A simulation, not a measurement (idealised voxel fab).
The document below concerns the process module designated voxel released beams.
225 nm wide, 5 nm square cells: that's cross-section cut.
Cross-sections here: square-cell grids, written as top-down lists of bands, a band being one or more rows of cells. Per band: top height and bottom height in nm, followed by the left-to-right materials and their widths in nm; "all across" marks a single material spanning edge to edge, "blank" marks empty space. Basically, 0 is our baseline, since under it the wafer straight out of the box is all one material. The bottom band has no lower end and keeps on going down, so it looks like "0 nm and below". Quick explanation for "30->40": the width changes in equal steps down the rows of cells, from the first number in the band's top row to the second number in its bottom row. Key: "changes: none" - step with no changed cell in the cross-section. What "Closed void roster" gives you is every empty space of 8 cells or more that is cut off from the top. Each appears as width x height at distance, with the distance taken from the left edge and width, height and distance all in nm. Text after the settings on a step's line: the simulator's own remark on that step. overlay nm: where the mask lay relative to plan, measured to the right, on steps with a mask; negatives go left.
**The planned process steps are enumerated hereunder**
step 1: RECEIVE (material Si)
step 2: CONFORMAL_DEP (material Al2O3; thk nm 10)
step 3: DIRECTIONAL_DEP (material SiO2; thk nm 15)
step 4: MASKED_ETCH (tone open; mask id ANCHOR; width nm 45; etch materials SiO2; depth nm 15; overlay nm 0)
step 5: CONFORMAL_DEP (material polySi; thk nm 15)
step 6: MASKED_ETCH (tone cover; mask id BEAM; width nm 100; etch materials polySi; depth nm 15; overlay nm -15)
step 7: STRIP (etch materials SiO2)
Heads up: all these wafers start the same, and what changes between them is the overlay nm in step 6. The value you see in the plan is just what the first wafer got.
**As received, i.e. after step 1: cross-section through the first of several wafers**
- 0 nm and below  Si all across
- Closed void roster: none
**After the module's final step, step 7: the first of several wafers in cross-section**
- 40 nm to 25 nm  blank 45 nm | polySi 35 nm | blank 15 nm | polySi 50 nm | blank 80 nm
- 25 nm to 10 nm  blank 65 nm | polySi 45 nm | blank 115 nm
- 10 nm to 0 nm  Al2O3 all across
- 0 nm and below  Si all across
- Closed void roster: none
**Last wafer x-sec, end of module**
- 40 nm to 25 nm  blank 75 nm | polySi 5 nm | blank 15 nm | polySi 80 nm | blank 50 nm
- 25 nm to 10 nm  blank 65 nm | polySi 45 nm | blank 115 nm
- 10 nm to 0 nm  Al2O3 all across
- 0 nm and below  Si all across
- Closed void roster: none
**Basically each wafer gets a line in the table, showing it at the end of the module: material by material, the cells it gained (+) or lost (-) since we got it, then its closed voids**
overlay nm -15, +90 Al2O3, +78 polySi, Closed void roster: none
overlay nm -10, +90 Al2O3, +78 polySi, Closed void roster: none
overlay nm -5, +90 Al2O3, +78 polySi, Closed void roster: none
overlay nm 0, +90 Al2O3, +78 polySi, Closed void roster: none
overlay nm 5, +90 Al2O3, +78 polySi, Closed void roster: none
overlay nm 10, +90 Al2O3, +78 polySi, Closed void roster: none
overlay nm 15, +90 Al2O3, +78 polySi, Closed void roster: none
